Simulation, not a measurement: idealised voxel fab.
process module | voxel wiring stack
cross-section cut | 230 nm wide | cells 5 nm
A cross-section is a grid of square cells, given in bands from the top down. A band is one or more rows of cells.
Each band's line starts with the height of the band's top and of its bottom, in nm. Then come its materials from left to right, each with its width in nm. One material with "throughout" fills the band from edge to edge. "air" is empty space.
Height 0 is the level under which the wafer as received is all one material. The lowest band goes on downwards, as in "0 down".
A width such as "30 to 40" changes by the same amount from each row of cells to the next, from the band's top row to its bottom row.
"no change" after a step means that no cell of the cross-section changed.
closed voids: empty space of 8 cells or more with no open way to the top, each as width x height at its distance from the left edge, in nm
after a step's settings: what the simulator itself notes on the step
overlay nm, on a step with a mask: how far to the right of its planned place the mask lay; to the left if negative
plan
1 op RECEIVE | material Si
2 op CONFORMAL_DEP | material SiO2 | thk nm 15
3 op CONFORMAL_DEP | material SiN | thk nm 5
4 op DIRECTIONAL_DEP | material SiO2 | thk nm 20
5 op DIRECTIONAL_DEP | material aC | thk nm 10
6 op PATTERN | tone open | mask id METAL_1 | material resist | width nm 20 | pitch nm 50 | thk nm 25 | overlay nm -15
7 op DIRECTIONAL_ETCH | etch materials aC | depth nm 10
8 op STRIP | etch materials resist
9 op DIRECTIONAL_ETCH | etch materials SiO2 | depth nm 20
10 op DIRECTIONAL_ETCH | etch materials SiN | depth nm 5
11 op STRIP | etch materials aC
12 op CONFORMAL_DEP | material TiN | thk nm 5
13 op FILL_DEP | material W | thk nm 10
14 op CMP | height nm 40
15 op EPI | material Ru | thk nm 5
16 op FILL_DEP | material SiCN | thk nm 5
17 op DIRECTIONAL_DEP | material lowk | thk nm 30
18 op MASKED_ETCH | tone open | mask id METAL_2_HOLES | width nm 15 | pitch nm 50 | etch materials lowk | depth nm 30 | overlay nm 0
19 op MASKED_ETCH | tone open | mask id METAL_2 | width nm 20 | pitch nm 50 | etch materials lowk | depth nm 15 | overlay nm 0
20 op MASKED_ETCH | tone open | mask id METAL_2 | width nm 20 | pitch nm 50 | etch materials SiCN | depth nm 5 | overlay nm 0
21 op CONFORMAL_DEP | material TiN | thk nm 5
22 op FILL_DEP | material Cu | thk nm 5
23 op CMP | height nm 80
24 op CONFORMAL_DEP | material SiCN | thk nm 5
25 op DIRECTIONAL_DEP | material lowk | thk nm 25
26 op PATTERN | tone open | mask id METAL_3 | material resist | width nm 20 | pitch nm 50 | thk nm 20 | overlay nm 0
27 op DIRECTIONAL_ETCH | etch materials lowk | depth nm 15
28 op STRIP | etch materials resist
29 op PATTERN | tone open | mask id METAL_3_HOLES | material resist | width nm 15 | pitch nm 50 | thk nm 20 | overlay nm 0
30 op DIRECTIONAL_ETCH | etch materials lowk | depth nm 10
31 op DIRECTIONAL_ETCH | etch materials SiCN | depth nm 5
32 op STRIP | etch materials resist
33 op CONFORMAL_DEP | material TiN | thk nm 5
34 op FILL_DEP | material Ru | thk nm 10
35 op CMP | height nm 110
36 op CONFORMAL_DEP | material SiN | thk nm 5
varied across the wafers: overlay nm of step 6. The plan shows the first wafer's value. All wafers start alike
first wafer as received, after step 1
  0 down: Si throughout
  closed voids: none
each wafer at the end: cells of each material gained (+) or lost (-) since it was received, then its closed voids
overlay nm -15 | +16 Cu | +26 Ru | +114 SiCN | +84 SiN | +290 SiO2 | +84 TiN | +16 W | +428 lowk | closed voids: none
overlay nm -10 | +16 Cu | +26 Ru | +114 SiCN | +84 SiN | +290 SiO2 | +84 TiN | +16 W | +428 lowk | closed voids: none
overlay nm -5 | +16 Cu | +26 Ru | +114 SiCN | +84 SiN | +290 SiO2 | +84 TiN | +16 W | +428 lowk | closed voids: none
overlay nm 0 | +16 Cu | +26 Ru | +114 SiCN | +84 SiN | +290 SiO2 | +84 TiN | +16 W | +428 lowk | closed voids: none
overlay nm 5 | +16 Cu | +26 Ru | +114 SiCN | +84 SiN | +290 SiO2 | +84 TiN | +16 W | +428 lowk | closed voids: none
overlay nm 10 | +16 Cu | +26 Ru | +114 SiCN | +84 SiN | +290 SiO2 | +84 TiN | +16 W | +428 lowk | closed voids: none
overlay nm 15 | +16 Cu | +26 Ru | +114 SiCN | +84 SiN | +290 SiO2 | +84 TiN | +16 W | +428 lowk | closed voids: none
